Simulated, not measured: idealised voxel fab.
You're looking at the process module voxel trench capacitor.
Each square cell in cross-section cut measures 5 nm, and the section as a whole is 165 nm wide.
Throughout this document, each cross-section is represented as a grid of square cells and is presented as a sequence of bands enumerated from the top downward, where a band comprises one or more rows of cells. It is stipulated that each band's entry specify, in nanometres, the height of the top of the band and then that of its bottom, followed by the materials of the band in left-to-right sequence, each together with its width in nanometres. A single material marked by the word "edge to edge" is understood to fill the band from edge to edge; the word "empty" is understood to denote empty space. Heights from 0 (as-received wafer is one material below). Bottom band endless downward, as "0..down". Read "30 to 40" as a graded width: first number on top, second number at the bottom, same change between each pair of neighbouring rows. It should be understood that the words "no alterations made", when stated for a given step, signify that the cross-section underwent no change in any of its cells during that step. "Enclosed cavities" enumerates empty spaces isolated from the top, with no open way to it, that contain at least 8 cells, giving each as width x height at distance from the left edge, all three in nm. Read whatever lies past the settings on a step's line as the simulator's own remark about the step. Among the settings permitted on a step's line is "overlay nm"; applied to a step with a mask, it specifies the extent to which the mask lay to the right of its planned position, whereas a negative figure signifies a position to the left.
PROCESS STEPS (PLANNED)
step 1: RECEIVE with material Si
step 2: CONFORMAL_DEP with material SiN, thk nm 10
step 3: DIRECTIONAL_DEP with material aC, thk nm 10
step 4: PATTERN with tone open, mask id TRENCH, material resist, width nm 15, pitch nm 50, thk nm 30, overlay nm 0
step 5: DIRECTIONAL_ETCH with etch materials aC, depth nm 10
step 6: STRIP with etch materials resist
step 7: DIRECTIONAL_ETCH with etch materials SiN, depth nm 10
step 8: DIRECTIONAL_ETCH with etch materials Si, depth nm 30
step 9: STRIP with etch materials aC
step 10: CONFORMAL_DEP with material HfO2, thk nm 5
step 11: CONFORMAL_DEP with material TiN, thk nm 5
step 12: FILL_DEP with material W, thk nm 5
step 13: CMP with height nm 10
Heads up: all these wafers start the same, and what changes between them is the width nm in step 4. The value you see in the plan is just what the first wafer got.
FIRST WAFER AS RECEIVED, AFTER STEP 1
> 0..down  Si edge to edge
> Enclosed cavities: none
ROW PER WAFER, END-OF-MODULE: CELL GAIN (+)/LOSS (-) BY MATERIAL SINCE THE WAFER CAME IN, THEN CLOSED VOIDS
width nm 15 | +34 HfO2 | -36 Si | +54 SiN | +14 TiN | Enclosed cavities: none
width nm 20 | +36 HfO2 | -48 Si | +50 SiN | +28 TiN | Enclosed cavities: none
width nm 25 | +38 HfO2 | -60 Si | +46 SiN | +30 TiN | +12 W | Enclosed cavities: none
width nm 30 | +40 HfO2 | -72 Si | +42 SiN | +32 TiN | +24 W | Enclosed cavities: none
width nm 35 | +42 HfO2 | -84 Si | +38 SiN | +34 TiN | +36 W | Enclosed cavities: none
